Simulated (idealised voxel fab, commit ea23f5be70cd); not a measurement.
This section sets out a process module, namely voxel spacer lines.
Xsec cut, 280 nm wide, square cell size 5 nm.
The cross-sections in this document take the form of a grid made of square cells. They are written out as bands, in order from top to bottom. Each band consists of one or more rows of cells.
Per band: top height and bottom height in nm, followed by the left-to-right materials and their widths in nm; "everywhere" marks a single material spanning edge to edge, "blank" marks empty space.
Heights are measured from 0, the level below which the as-received wafer is all one material; the lowest band has no bottom and continues downward, written as in "0 nm and below".
Note: "30..40" means the width goes from the first number (top row of the band) to the second number (bottom row) in equal steps per row of cells.
It should be understood that the words "no alterations made", when stated for a given step, signify that the cross-section underwent no change in any of its cells during that step.
Listed in "Listed closed voids": every empty space of 8 or more cells without an open way to the top. Form: width x height at distance, the distance being from the left edge, all in nm.
That trailing text on a step's line, after the settings, is the simulator's own remark on the step.
overlay nm: step with mask; distance mask lay right of planned place; negative value = left of planned place.

**The steps planned for the process are as follows**
- 1: RECEIVE | material Si
- 2: CONFORMAL_DEP | material Al2O3 | thk nm 10
- 3: DIRECTIONAL_DEP | material SiN | thk nm 10
- 4: DIRECTIONAL_DEP | material aC | thk nm 20
- 5: PATTERN | tone cover | mask id MANDREL | material resist | width nm 15 | pitch nm 50 | thk nm 25 | overlay nm 0
- 6: DIRECTIONAL_ETCH | etch materials aC | depth nm 20
- 7: STRIP | etch materials resist
- 8: CONFORMAL_DEP | material SiO2 | thk nm 10
- 9: DIRECTIONAL_ETCH | etch materials SiO2 | depth nm 10
- 10: STRIP | etch materials aC
- 11: DIRECTIONAL_ETCH | etch materials SiN | depth nm 10
- 12: STRIP | etch materials SiO2
- 13: FILL_DEP | material SiO2 | thk nm 10
- 14: CMP | height nm 20

**Wafer, first of two, run as planned**

**So this is the incoming wafer in cross-section - it's already been through step 1**
  0 nm and below | Si everywhere
  Listed closed voids: none

**The following cross-section depicts the wafer upon completion of step 2**
  10 nm to 0 nm | Al2O3 everywhere
  No changes below 0.

**The following cross-section depicts the wafer upon completion of step 3**
  20 nm to 10 nm | SiN everywhere
  No changes below 10.

**The following cross-section depicts the wafer upon completion of step 4**
  40 nm to 20 nm | aC everywhere
  No changes below 20.

**The following cross-section depicts the wafer upon completion of step 5**
  65 nm to 40 nm | 105 blank; 15 resist; 35 blank; 15 resist; 110 blank
  No changes below 40.

**The following cross-section depicts the wafer upon completion of step 6**
  45 nm to 40 nm | 105 blank; 15 resist; 35 blank; 15 resist; 110 blank
  40 nm to 20 nm | 105 blank; 15 aC; 35 blank; 15 aC; 110 blank
  No changes below 20.

**The following cross-section depicts the wafer upon completion of step 7**
  40 nm to 20 nm | 105 blank; 15 aC; 35 blank; 15 aC; 110 blank
  No changes below 20.

**The following cross-section depicts the wafer upon completion of step 8**
  50 nm to 40 nm | 95 blank; 35 SiO2; 15 blank; 35 SiO2; 100 blank
  40 nm to 30 nm | 95 blank; 10 SiO2; 15 aC; 10 SiO2; 15 blank; 10 SiO2; 15 aC; 10 SiO2; 100 blank
  30 nm to 20 nm | 105 SiO2; 15 aC; 35 SiO2; 15 aC; 110 SiO2
  No changes below 20.

**The following cross-section depicts the wafer upon completion of step 9**
  40 nm to 20 nm | 95 blank; 10 SiO2; 15 aC; 10 SiO2; 15 blank; 10 SiO2; 15 aC; 10 SiO2; 100 blank
  No changes below 20.

**The following cross-section depicts the wafer upon completion of step 10**
  40 nm to 20 nm | 95 blank; 10 SiO2; 15 blank; 10 SiO2; 15 blank; 10 SiO2; 15 blank; 10 SiO2; 100 blank
  No changes below 20.

**The following cross-section depicts the wafer upon completion of step 11**
  40 nm to 20 nm | 95 blank; 10 SiO2; 15 blank; 10 SiO2; 15 blank; 10 SiO2; 15 blank; 10 SiO2; 100 blank
  20 nm to 10 nm | 95 blank; 10 SiN; 15 blank; 10 SiN; 15 blank; 10 SiN; 15 blank; 10 SiN; 100 blank
  No changes below 10.

**The following cross-section depicts the wafer upon completion of step 12**
  20 nm to 10 nm | 95 blank; 10 SiN; 15 blank; 10 SiN; 15 blank; 10 SiN; 15 blank; 10 SiN; 100 blank
  No changes below 10.

**The following cross-section depicts the wafer upon completion of step 13**
  30 nm to 20 nm | SiO2 everywhere
  20 nm to 10 nm | 95 SiO2; 10 SiN; 15 SiO2; 10 SiN; 15 SiO2; 10 SiN; 15 SiO2; 10 SiN; 100 SiO2
  No changes below 10.

**The following cross-section depicts the wafer upon completion of step 14**
  20 nm to 10 nm | 95 SiO2; 10 SiN; 15 SiO2; 10 SiN; 15 SiO2; 10 SiN; 15 SiO2; 10 SiN; 100 SiO2
  No changes below 10.

**The second wafer began exactly as the first did and followed the same plan, but one mistake was made while running it; through step 2 inclusive, the two wafers are identical**

**At the planned end of step 3, the second wafer in cross-section**
  30 nm to 10 nm | aC everywhere
  No changes below 10.

**At the planned end of step 4, the second wafer in cross-section**
  40 nm to 30 nm | SiN everywhere
  No changes below 30.

**At the planned end of step 5, the second wafer in cross-section**
  65 nm to 40 nm | 105 blank; 15 resist; 35 blank; 15 resist; 110 blank
  No changes below 40.

**At the planned end of step 6, the second wafer in cross-section**
  45 nm to 40 nm | 105 blank; 15 resist; 35 blank; 15 resist; 110 blank
  No changes below 40.

**At the planned end of step 7, the second wafer in cross-section**
  40 nm to 30 nm | SiN everywhere
  No changes below 30.

**At the planned end of step 8, the second wafer in cross-section**
  50 nm to 40 nm | SiO2 everywhere
  No changes below 40.

**At the planned end of step 9, the second wafer in cross-section**
  40 nm to 30 nm | SiN everywhere
  No changes below 30.

At the planned end of step 10, the second wafer in cross-section: no alterations made

**At the planned end of step 11, the second wafer in cross-section**
  30 nm to 10 nm | aC everywhere
  No changes below 10.

At the planned end of step 12, the second wafer in cross-section: no alterations made

**At the planned end of step 13, the second wafer in cross-section**
  40 nm to 30 nm | SiO2 everywhere
  No changes below 30.

**At the planned end of step 14, the second wafer in cross-section**
  20 nm to 10 nm | aC everywhere
  No changes below 10.
In executing the process, a mistake was made relative to the plan: contrary to the plan, steps 3 and 4 were processed in exchanged order
End of process, cell counts, second wafer against first, materials with more or fewer: SiN: 16 fewer; SiO2: 96 fewer; aC: 112 more
